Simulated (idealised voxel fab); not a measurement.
The following is a process module called voxel released beams.
Cross-section cut: width 150 nm, square cells of 5 nm.
Cross-section = grid of square cells, listed top down in bands; band = one or more rows.
Top height, bottom height, nm. Materials left to right, width each, nm. Single material + "everywhere" = fills band edge to edge. "empty" = empty.
Ref level 0: as-received wafer is one material below here. Bottom band extends down with no lower bound ("0 -> down").
Quick explanation for "30..40": the width changes in equal steps down the rows of cells, from the first number in the band's top row to the second number in its bottom row.
It should be understood that the words "no alterations made", when stated for a given step, signify that the cross-section underwent no change in any of its cells during that step.
Closed-off voids of 8+ cells (no open route to the top) go in "Sealed voids", written width x height at distance from the left edge, in nm.
Text after the settings on a step's line: the simulator's own remark on that step.
The optional step-line setting "overlay nm" applies to steps with a mask and quantifies how far to the right of its planned location the mask lay, a negative value indicating leftward placement.

Process steps foreseen in the plan:
1) RECEIVE (material Si)
2) CONFORMAL_DEP (material Al2O3; thk nm 5)
3) DIRECTIONAL_DEP (material SiO2; thk nm 10)
4) PATTERN (tone open; mask id ANCHOR; material resist; width nm 25; thk nm 20; overlay nm 0)
5) DIRECTIONAL_ETCH (etch materials SiO2; depth nm 10)
6) STRIP (etch materials resist)
7) CONFORMAL_DEP (material SiN; thk nm 10)
8) PATTERN (tone cover; mask id BEAM; material resist; width nm 110; thk nm 15; overlay nm 0)
9) DIRECTIONAL_ETCH (etch materials SiN; depth nm 10)
10) STRIP (etch materials resist)
11) STRIP (etch materials SiO2)

First of the two wafers, run per plan:

Received-state cross-section, reflecting completion of step 1:
* 0 -> down | Si everywhere
* Sealed voids: none

The following cross-section depicts the wafer upon completion of step 2:
* 5 -> 0 | Al2O3 everywhere
* Below 0, no change.

The following cross-section depicts the wafer upon completion of step 3:
* 15 -> 5 | SiO2 everywhere
* Below 5, no change.

The following cross-section depicts the wafer upon completion of step 4:
* 35 -> 15 | resist (20), then empty (25), then resist (105)
* Below 15, no change.

The following cross-section depicts the wafer upon completion of step 5:
* 35 -> 15 | resist (20), then empty (25), then resist (105)
* 15 -> 5 | SiO2 (20), then empty (25), then SiO2 (105)
* Below 5, no change.

The following cross-section depicts the wafer upon completion of step 6:
* 15 -> 5 | SiO2 (20), then empty (25), then SiO2 (105)
* Below 5, no change.

The following cross-section depicts the wafer upon completion of step 7:
* 25 -> 15 | SiN (30), then empty (5), then SiN (115)
* 15 -> 5 | SiO2 (20), then SiN (25), then SiO2 (105)
* Below 5, no change.

The following cross-section depicts the wafer upon completion of step 8:
* 40 -> 25 | empty (15), then resist (110), then empty (25)
* 25 -> 15 | SiN (30), then resist (5), then SiN (115)
* Below 15, no change.

The following cross-section depicts the wafer upon completion of step 9:
* 40 -> 25 | empty (15), then resist (110), then empty (25)
* 25 -> 15 | empty (15), then SiN (15), then resist (5), then SiN (90), then empty (25)
* Below 15, no change.

The following cross-section depicts the wafer upon completion of step 10:
* 25 -> 15 | empty (15), then SiN (15), then empty (5), then SiN (90), then empty (25)
* Below 15, no change.

The following cross-section depicts the wafer upon completion of step 11:
* 25 -> 15 | empty (15), then SiN (15), then empty (5), then SiN (90), then empty (25)
* 15 -> 5 | empty (20), then SiN (25), then empty (105)
* Below 5, no change.

Regarding the second of the two wafers: it shared the first wafer's starting condition and process plan, yet one error occurred during its execution. Its history coincides with that of the first wafer up to and including step 1:

Cross-section of the second wafer at the time step 2 of the plan should have ended: no alterations made

Cross-section of the second wafer at the time step 3 of the plan should have ended:
* 10 -> 0 | SiO2 everywhere
* Below 0, no change.

Cross-section of the second wafer at the time step 4 of the plan should have ended:
* 30 -> 10 | resist (20), then empty (25), then resist (105)
* Below 10, no change.

Cross-section of the second wafer at the time step 5 of the plan should have ended:
* 30 -> 10 | resist (20), then empty (25), then resist (105)
* 10 -> 0 | SiO2 (20), then empty (25), then SiO2 (105)
* Below 0, no change.

Cross-section of the second wafer at the time step 6 of the plan should have ended:
* 10 -> 0 | SiO2 (20), then empty (25), then SiO2 (105)
* Below 0, no change.

Cross-section of the second wafer at the time step 7 of the plan should have ended:
* 20 -> 10 | SiN (30), then empty (5), then SiN (115)
* 10 -> 0 | SiO2 (20), then SiN (25), then SiO2 (105)
* Below 0, no change.

Cross-section of the second wafer at the time step 8 of the plan should have ended:
* 35 -> 20 | empty (15), then resist (110), then empty (25)
* 20 -> 10 | SiN (30), then resist (5), then SiN (115)
* Below 10, no change.

Cross-section of the second wafer at the time step 9 of the plan should have ended:
* 35 -> 20 | empty (15), then resist (110), then empty (25)
* 20 -> 10 | empty (15), then SiN (15), then resist (5), then SiN (90), then empty (25)
* Below 10, no change.

Cross-section of the second wafer at the time step 10 of the plan should have ended:
* 20 -> 10 | empty (15), then SiN (15), then empty (5), then SiN (90), then empty (25)
* Below 10, no change.

Cross-section of the second wafer at the time step 11 of the plan should have ended:
* 20 -> 10 | empty (15), then SiN (15), then empty (5), then SiN (90), then empty (25)
* 10 -> 0 | empty (20), then SiN (25), then empty (105)
* Below 0, no change.
So what did we get wrong on this run? step 2 of the plan: omitted, not performed
Final wafer comparison in cells, second versus first, more or fewer per material: -30 Al2O3
